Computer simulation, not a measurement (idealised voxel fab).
Process module in this document: voxel double patterning
Square cell edge 5 nm, section width 255 nm, ID cut.
Heads up, the way a cross-section reads in here is a grid of square cells, handed over as bands from the top down, with every band being one or more rows of cells.
This entry defines a band. It first specifies the height of the band's top and the height of its bottom in nm, and then specifies the band's materials from left to right, stating each material with its width in nm. The word "everywhere" identifies a single material that fills the band from edge to edge, while the word "empty" identifies empty space.
Height reference: 0 = level under which incoming wafer is all one material. Lowest band: no bottom, runs on downward, e.g. "0 down".
A width such as "30->40" changes by the same amount from each row of cells to the next, from the band's top row to its bottom row.
"everything unchanged" (step): cross-section cells unchanged, all of them.
Voids not open to the top, 8 cells minimum: see "Enclosed internal cavities". Written width x height at distance; distance is from the left edge; nm.
What comes after the settings on a step's line is commentary from the simulator itself on that step.
If you see "overlay nm" on a step's line and that step has a mask, it's telling you how far right of where it was planned the mask ended up; a negative number means it went left instead.
The steps planned for the process are as follows:
step 1: RECEIVE with material Si
step 2: CONFORMAL_DEP with material SiN, thk nm 10
step 3: DIRECTIONAL_DEP with material SiO2, thk nm 15
step 4: DIRECTIONAL_DEP with material SiCN, thk nm 5
step 5: DIRECTIONAL_DEP with material aC, thk nm 10
step 6: PATTERN with tone open, mask id FIRST, material resist, width nm 15, pitch nm 50, thk nm 25, overlay nm 0
step 7: DIRECTIONAL_ETCH with etch materials aC, depth nm 10
step 8: STRIP with etch materials resist
step 9: DIRECTIONAL_ETCH with etch materials SiCN, depth nm 5
step 10: STRIP with etch materials aC
step 11: MASKED_ETCH with tone open, mask id SECOND, width nm 15, etch materials SiCN, depth nm 5, overlay nm 0
step 12: DIRECTIONAL_ETCH with etch materials SiO2, depth nm 15
step 13: STRIP with etch materials SiCN
Received-state cross-section, reflecting completion of step 1:
- 0 down  Si everywhere
- Enclosed internal cavities: none
Cross-section at module end, one run error; start and plan unchanged from above:
- 25 to 15  SiN everywhere
- 15 to 0  SiO2 everywhere
- 0 down  Si everywhere
- Enclosed internal cavities: none
The plan and the run diverged here: note: step 2 <-> step 3, run order reversed vs plan
